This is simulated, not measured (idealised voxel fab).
Documented hereafter: the process module known as voxel trench capacitor.
Cross-section cut: width 300 nm, square cells of 5 nm.
Cross-section, as written here: a square-cell grid given band by band from the top down, where a band holds one or more rows of cells.
Heights first: top, then bottom, in nm. Then materials, left to right, each with a width in nm. "everywhere" on a single material: fills the band edge to edge. "air": empty space.
Ref level 0: as-received wafer is one material below here. Bottom band extends down with no lower bound ("z 0 and below").
It should be noted that a width expressed as "30->40" varies in equal increments from row to row of cells within the band, taking the value of the first number at the top row and that of the second number at the bottom row.
Any step labelled "identical to before" changed none of the cells in the cross-section.
Enclosed voids (no open way to top), threshold 8 cells or more, entry "Enclosed void list", notation width x height at distance, distance from left edge, nm.
What comes after the settings on a step's line is commentary from the simulator itself on that step.
The setting "overlay nm" may be written on the line of a step. When the step uses a mask, the value reports how far to the right of the planned place the mask lay, and a negative value reports that it lay to the left.

-- Process steps foreseen in the plan
| 1 | RECEIVE: material Si |
| 2 | CONFORMAL_DEP: material SiN, thk nm 5 |
| 3 | DIRECTIONAL_DEP: material aC, thk nm 10 |
| 4 | PATTERN: tone open, mask id TRENCH, material resist, width nm 15, pitch nm 35, thk nm 25, overlay nm 0 |
| 5 | DIRECTIONAL_ETCH: etch materials aC, depth nm 10 |
| 6 | STRIP: etch materials resist |
| 7 | DIRECTIONAL_ETCH: etch materials SiN, depth nm 5 |
| 8 | DIRECTIONAL_ETCH: etch materials Si, depth nm 40 |
| 9 | STRIP: etch materials aC |
| 10 | CONFORMAL_DEP: material SiO2, thk nm 5 |
| 11 | FILL_DEP: material polySi, thk nm 5 |
| 12 | CMP: height nm 5 |

-- What follows covers the first of two wafers; it ran as planned

-- Here's what the wafer looked like in cross-section when it arrived - that's after step 1
z 0 and below: Si everywhere
Enclosed void list: none

-- You're looking at a cross-section of the wafer after step 2
z 5 to 0: SiN everywhere
Whatever lies below 0 is exactly as it was before.

-- You're looking at a cross-section of the wafer after step 3
z 15 to 5: aC everywhere
Whatever lies below 5 is exactly as it was before.

-- You're looking at a cross-section of the wafer after step 4
z 40 to 15: resist=90  air=15  resist=20  air=15  resist=20  air=15  resist=20  air=15  resist=90
Whatever lies below 15 is exactly as it was before.

-- You're looking at a cross-section of the wafer after step 5
z 30 to 15: resist=90  air=15  resist=20  air=15  resist=20  air=15  resist=20  air=15  resist=90
z 15 to 5: aC=90  air=15  aC=20  air=15  aC=20  air=15  aC=20  air=15  aC=90
Whatever lies below 5 is exactly as it was before.

-- You're looking at a cross-section of the wafer after step 6
z 15 to 5: aC=90  air=15  aC=20  air=15  aC=20  air=15  aC=20  air=15  aC=90
Whatever lies below 5 is exactly as it was before.

-- You're looking at a cross-section of the wafer after step 7
z 15 to 5: aC=90  air=15  aC=20  air=15  aC=20  air=15  aC=20  air=15  aC=90
z 5 to 0: SiN=90  air=15  SiN=20  air=15  SiN=20  air=15  SiN=20  air=15  SiN=90
Whatever lies below 0 is exactly as it was before.

-- You're looking at a cross-section of the wafer after step 8
z 15 to 5: aC=90  air=15  aC=20  air=15  aC=20  air=15  aC=20  air=15  aC=90
z 5 to 0: SiN=90  air=15  SiN=20  air=15  SiN=20  air=15  SiN=20  air=15  SiN=90
z 0 to -40: Si=90  air=15  Si=20  air=15  Si=20  air=15  Si=20  air=15  Si=90
Whatever lies below -40 is exactly as it was before.

-- You're looking at a cross-section of the wafer after step 9
z 5 to 0: SiN=90  air=15  SiN=20  air=15  SiN=20  air=15  SiN=20  air=15  SiN=90
Whatever lies below 0 is exactly as it was before.

-- You're looking at a cross-section of the wafer after step 10
z 10 to 5: SiO2=95  air=5  SiO2=30  air=5  SiO2=30  air=5  SiO2=30  air=5  SiO2=95
z 5 to 0: SiN=90  SiO2=5  air=5  SiO2=5  SiN=20  SiO2=5  air=5  SiO2=5  SiN=20  SiO2=5  air=5  SiO2=5  SiN=20  SiO2=5  air=5  SiO2=5  SiN=90
z 0 to -35: Si=90  SiO2=5  air=5  SiO2=5  Si=20  SiO2=5  air=5  SiO2=5  Si=20  SiO2=5  air=5  SiO2=5  Si=20  SiO2=5  air=5  SiO2=5  Si=90
z -35 to -40: Si=90  SiO2=15  Si=20  SiO2=15  Si=20  SiO2=15  Si=20  SiO2=15  Si=90
Whatever lies below -40 is exactly as it was before.

-- You're looking at a cross-section of the wafer after step 11
z 15 to 10: polySi everywhere
z 10 to 5: SiO2=95  polySi=5  SiO2=30  polySi=5  SiO2=30  polySi=5  SiO2=30  polySi=5  SiO2=95
z 5 to 0: SiN=90  SiO2=5  polySi=5  SiO2=5  SiN=20  SiO2=5  polySi=5  SiO2=5  SiN=20  SiO2=5  polySi=5  SiO2=5  SiN=20  SiO2=5  polySi=5  SiO2=5  SiN=90
z 0 to -35: Si=90  SiO2=5  polySi=5  SiO2=5  Si=20  SiO2=5  polySi=5  SiO2=5  Si=20  SiO2=5  polySi=5  SiO2=5  Si=20  SiO2=5  polySi=5  SiO2=5  Si=90
Whatever lies below -35 is exactly as it was before.

-- You're looking at a cross-section of the wafer after step 12
z 5 to 0: SiN=90  SiO2=5  polySi=5  SiO2=5  SiN=20  SiO2=5  polySi=5  SiO2=5  SiN=20  SiO2=5  polySi=5  SiO2=5  SiN=20  SiO2=5  polySi=5  SiO2=5  SiN=90
Whatever lies below 0 is exactly as it was before.

-- Wafer two: like wafer one in start and plan, but with one mistake in execution; identical up to and including step 9

-- Cross-section of the second wafer corresponding to the planned conclusion of step 10
z 10 to 0: SiN=95  air=5  SiN=30  air=5  SiN=30  air=5  SiN=30  air=5  SiN=95
z 0 to -35: Si=90  SiN=5  air=5  SiN=5  Si=20  SiN=5  air=5  SiN=5  Si=20  SiN=5  air=5  SiN=5  Si=20  SiN=5  air=5  SiN=5  Si=90
z -35 to -40: Si=90  SiN=15  Si=20  SiN=15  Si=20  SiN=15  Si=20  SiN=15  Si=90
Whatever lies below -40 is exactly as it was before.

-- Cross-section of the second wafer corresponding to the planned conclusion of step 11
z 15 to 10: polySi everywhere
z 10 to 0: SiN=95  polySi=5  SiN=30  polySi=5  SiN=30  polySi=5  SiN=30  polySi=5  SiN=95
z 0 to -35: Si=90  SiN=5  polySi=5  SiN=5  Si=20  SiN=5  polySi=5  SiN=5  Si=20  SiN=5  polySi=5  SiN=5  Si=20  SiN=5  polySi=5  SiN=5  Si=90
Whatever lies below -35 is exactly as it was before.

-- Cross-section of the second wafer corresponding to the planned conclusion of step 12
z 5 to 0: SiN=95  polySi=5  SiN=30  polySi=5  SiN=30  polySi=5  SiN=30  polySi=5  SiN=95
Whatever lies below 0 is exactly as it was before.
Which mistake was made when the wafer was run? step 10 did not happen as planned, as run it was CONFORMAL_DEP: material SiN, thk nm 5
Heads up, by the end the second wafer has more or fewer cells of some materials compared to the first: SiN +76; SiO2 -76
